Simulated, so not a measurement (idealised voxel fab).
The following is a process module called voxel self aligned vias.
Cross-section cut: width 230 nm, square cells of 5 nm.
Cross-section layout: square cells on a grid; listed as bands, top to bottom; a band spans one or more cell rows. Look at the band entry: it leads with the top's height and the bottom's height in nm. Then it lists the materials left to right, with a width in nm for each. The word "everywhere" on a single material says that material fills the band edge to edge. The word "blank" is empty space. Beneath 0, the wafer as received is one material, and that level is where height counting begins. The lowest band goes on downward without a bottom; it is written like "0 nm and below". Note: "30..40" means the width goes from the first number (top row of the band) to the second number (bottom row) in equal steps per row of cells. The cross-section has no changed cell in any step marked "remained the same". Voids not open to the top, 8 cells minimum: see "Enclosed empty spaces". Written width x height at distance; distance is from the left edge; nm. Past the settings on a step's line: simulator remark, on that step. When a step includes a mask, the "overlay nm" setting on its line states how far to the right of its planned place that mask lay, and negative values state how far to the left.
Steps in the process plan
- 1: RECEIVE, material Si
- 2: CONFORMAL_DEP, material SiO2, thk nm 15
- 3: CONFORMAL_DEP, material SiCN, thk nm 5
- 4: DIRECTIONAL_DEP, material lowk, thk nm 20
- 5: MASKED_ETCH, tone open, mask id LINES, width nm 30, pitch nm 55, etch materials lowk, depth nm 20, overlay nm -15
- 6: CONFORMAL_DEP, material TiN, thk nm 5
- 7: FILL_DEP, material W, thk nm 10
- 8: CMP, height nm 40
- 9: SELECTIVE_ETCH, etch materials W Ru TiN, depth nm 5
- 10: FILL_DEP, material SiN, thk nm 10
- 11: CMP, height nm 40
- 12: DIRECTIONAL_DEP, material lowk, thk nm 20
- 13: DIRECTIONAL_DEP, material aC, thk nm 15
- 14: PATTERN, tone open, mask id VIAS, material resist, width nm 40, thk nm 30, overlay nm 0
- 15: DIRECTIONAL_ETCH, etch materials aC, depth nm 15
- 16: STRIP, etch materials resist
- 17: DIRECTIONAL_ETCH, etch materials lowk, depth nm 20
- 18: DIRECTIONAL_ETCH, etch materials SiN, depth nm 5
- 19: STRIP, etch materials aC
- 20: CONFORMAL_DEP, material TiN, thk nm 5
- 21: FILL_DEP, material W, thk nm 10
- 22: CMP, height nm 60
- 23: CONFORMAL_DEP, material SiN, thk nm 5
Same starting wafers, different overlay nm at step 5. Plan value belongs to the first wafer.
first wafer as received, after step 1
    0 nm and below = Si everywhere
    Enclosed empty spaces: none
Below: a row per wafer. Contents at end of module: for every material, cells gained since receipt (+) or lost since receipt (-); then closed voids
overlay nm -15 | +46 SiCN | +54 SiN | +138 SiO2 | +36 TiN | +36 W | +288 lowk | Enclosed empty spaces: none
overlay nm -10 | +46 SiCN | +53 SiN | +138 SiO2 | +36 TiN | +37 W | +288 lowk | Enclosed empty spaces: none
overlay nm -5 | +46 SiCN | +52 SiN | +138 SiO2 | +36 TiN | +38 W | +288 lowk | Enclosed empty spaces: none
overlay nm 0 | +46 SiCN | +52 SiN | +138 SiO2 | +36 TiN | +38 W | +288 lowk | Enclosed empty spaces: none
overlay nm 5 | +46 SiCN | +52 SiN | +138 SiO2 | +36 TiN | +38 W | +288 lowk | Enclosed empty spaces: none
overlay nm 10 | +46 SiCN | +53 SiN | +138 SiO2 | +36 TiN | +37 W | +288 lowk | Enclosed empty spaces: none
overlay nm 15 | +46 SiCN | +54 SiN | +138 SiO2 | +36 TiN | +36 W | +288 lowk | Enclosed empty spaces: none
